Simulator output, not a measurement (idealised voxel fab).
voxel double patterning: a process module
This is section cut - it's 265 nm across, gridded in 5 nm square cells.
The cross-sections in this document take the form of a grid made of square cells. They are written out as bands, in order from top to bottom. Each band consists of one or more rows of cells. Look at the band entry: it leads with the top's height and the bottom's height in nm. Then it lists the materials left to right, with a width in nm for each. The word "everywhere" on a single material says that material fills the band edge to edge. The word "blank" is empty space. It should be noted that heights are counted from 0, beneath which the wafer as supplied is of one material throughout, and that the lowest band possesses no lower boundary but continues downward, as written in "0 and below". Think of "30->40" as a width that walks from the first number to the second as you go down the band, top row to bottom row, taking equal-sized steps from row to row. "no change", as given for a step, is the statement that not any cell of the cross-section underwent a change during that step. The list in "Closed void list" covers empty spaces of 8 cells or more that cannot reach the top through any open way, and it gives each as width x height at distance; the distance is from the left edge, and width, height and distance are in nm. Post-settings text on a step line: simulator's own remark regarding the step. overlay nm, on a step with a mask: how far to the right of its planned place the mask lay; to the left if negative.

## The following list gives the planned process steps
- 1: RECEIVE,material Si
- 2: CONFORMAL_DEP,material SiO2,thk nm 5
- 3: DIRECTIONAL_DEP,material polySi,thk nm 20
- 4: DIRECTIONAL_DEP,material SiN,thk nm 5
- 5: PATTERN,tone open,mask id FIRST,material resist,width nm 15,pitch nm 50,thk nm 15,overlay nm -15
- 6: DIRECTIONAL_ETCH,etch materials SiN,depth nm 5
- 7: STRIP,etch materials resist
- 8: DIRECTIONAL_DEP,material aC,thk nm 10
- 9: PATTERN,tone open,mask id SECOND,material resist,width nm 15,pitch nm 50,thk nm 30,overlay nm 0
- 10: DIRECTIONAL_ETCH,etch materials aC,depth nm 10
- 11: STRIP,etch materials resist
- 12: DIRECTIONAL_ETCH,etch materials SiN,depth nm 5
- 13: STRIP,etch materials aC
- 14: DIRECTIONAL_ETCH,etch materials polySi,depth nm 20
- 15: STRIP,etch materials SiN
The wafers in this document start out alike and differ in the overlay nm applied at step 5; the plan shows the value used for the first wafer.

## Cross-section, first of several wafers, as delivered after step 1
    0 and below: Si everywhere
    Closed void list: none

## wafer rows; end of module; cells per material since receipt: (+) gained, (-) lost; then closed voids
overlay nm -15 | +53 SiO2 | +160 polySi | Closed void list: none
overlay nm -10 | +53 SiO2 | +152 polySi | Closed void list: none
overlay nm -5 | +53 SiO2 | +152 polySi | Closed void list: none
overlay nm 0 | +53 SiO2 | +152 polySi | Closed void list: none
overlay nm 5 | +53 SiO2 | +152 polySi | Closed void list: none
overlay nm 10 | +53 SiO2 | +152 polySi | Closed void list: none
overlay nm 15 | +53 SiO2 | +160 polySi | Closed void list: none
